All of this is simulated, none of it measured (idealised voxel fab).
Module name: voxel wiring stack (process module)
The cross-section shown here is cut; it is 175 nm wide and divided into square cells measuring 5 nm on a side.
Throughout this document, each cross-section is represented as a grid of square cells and is presented as a sequence of bands enumerated from the top downward, where a band comprises one or more rows of cells. First you get the band's top height and its bottom height, in nm, and then the materials it's made of, left to right, with each width in nm. If you see a single material with "edge to edge", that one covers the band edge to edge. "air" is empty space. The level at which height equals 0 is the one under which the wafer, as it arrives, is entirely one material. No lower edge exists for the bottom band, which continues downward and is notated as in "0 nm and below". The width entry "30 to 40" should be interpreted row by row: the top row of cells in the band takes the first number, the bottom row takes the second number, and the change between adjacent rows is uniform throughout. Where a step carries "no modifications", the cross-section came out of it unchanged, cell for cell. Enclosed voids (no open way to top), threshold 8 cells or more, entry "Catalogued sealed voids", notation width x height at distance, distance from left edge, nm. Post-settings text on a step line: simulator's own remark regarding the step. The optional step-line setting "overlay nm" applies to steps with a mask and quantifies how far to the right of its planned location the mask lay, a negative value indicating leftward placement.

The process steps that were planned are listed below
1) RECEIVE: material Si
2) CONFORMAL_DEP: material SiO2, thk nm 15
3) DIRECTIONAL_DEP: material TiN, thk nm 5
4) DIRECTIONAL_DEP: material Ru, thk nm 20
5) PATTERN: tone cover, mask id METAL_1, material resist, width nm 25, pitch nm 50, thk nm 20, overlay nm 0
6) DIRECTIONAL_ETCH: etch materials Ru, depth nm 20
7) DIRECTIONAL_ETCH: etch materials TiN, depth nm 5
8) STRIP: etch materials resist
9) CONFORMAL_DEP: material SiN, thk nm 5
10) FILL_DEP: material lowk, thk nm 10
11) CMP: height nm 40
12) CONFORMAL_DEP: material SiCN, thk nm 5
13) DIRECTIONAL_DEP: material lowk, thk nm 30
14) PATTERN: tone open, mask id METAL_2, material resist, width nm 25, pitch nm 50, thk nm 15, overlay nm 0
15) DIRECTIONAL_ETCH: etch materials lowk, depth nm 15
16) STRIP: etch materials resist
17) DIRECTIONAL_DEP: material aC, thk nm 15
18) PATTERN: tone open, mask id METAL_2_HOLES, material resist, width nm 15, pitch nm 50, thk nm 35, overlay nm 0
19) DIRECTIONAL_ETCH: etch materials aC, depth nm 15
20) STRIP: etch materials resist
21) DIRECTIONAL_ETCH: etch materials lowk, depth nm 15
22) DIRECTIONAL_ETCH: etch materials SiCN, depth nm 5
23) STRIP: etch materials aC
24) CONFORMAL_DEP: material TiN, thk nm 5
25) FILL_DEP: material Cu, thk nm 5
26) CMP: height nm 75
27) CONFORMAL_DEP: material SiCN, thk nm 5

The cross-section here shows the wafer as received, i.e. in its state after step 1
* 0 nm and below | Si edge to edge
* Catalogued sealed voids: none

The module was run from the start shown above using the plan shown above, but one mistake was made doing it; the resulting wafer cross-section is below
* 80 nm to 75 nm | SiCN edge to edge
* 75 nm to 70 nm | Cu edge to edge
* 70 nm to 65 nm | TiN: 30, then Cu: 15, then TiN: 35, then Cu: 15, then TiN: 35, then Cu: 15, then TiN: 30
* 65 nm to 55 nm | lowk: 25, then TiN: 5, then Cu: 15, then TiN: 5, then lowk: 25, then TiN: 5, then Cu: 15, then TiN: 5, then lowk: 25, then TiN: 5, then Cu: 15, then TiN: 5, then lowk: 25
* 55 nm to 45 nm | lowk: 25, then TiN: 5, then Cu: 5, then TiN: 15 to 5, then lowk: 25 to 35, then TiN: 5, then Cu: 5, then TiN: 15 to 5, then lowk: 25 to 35, then TiN: 5, then Cu: 5, then TiN: 15 to 5, then lowk: 25 to 35
* 45 nm to 40 nm | SiCN: 25, then TiN: 15, then SiCN: 35, then TiN: 15, then SiCN: 35, then TiN: 15, then SiCN: 35
* 40 nm to 20 nm | lowk: 20, then SiN: 5, then Ru: 25, then SiN: 5, then lowk: 15, then SiN: 5, then Ru: 25, then SiN: 5, then lowk: 15, then SiN: 5, then Ru: 25, then SiN: 5, then lowk: 20
* 20 nm to 15 nm | SiN: 25, then TiN: 25, then SiN: 25, then TiN: 25, then SiN: 25, then TiN: 25, then SiN: 25
* 15 nm to 0 nm | SiO2 edge to edge
* 0 nm and below | Si edge to edge
* Catalogued sealed voids: none
Where did the run depart from the plan? planned and actual differ for step 13; actual: DIRECTIONAL_DEP: material lowk, thk nm 20
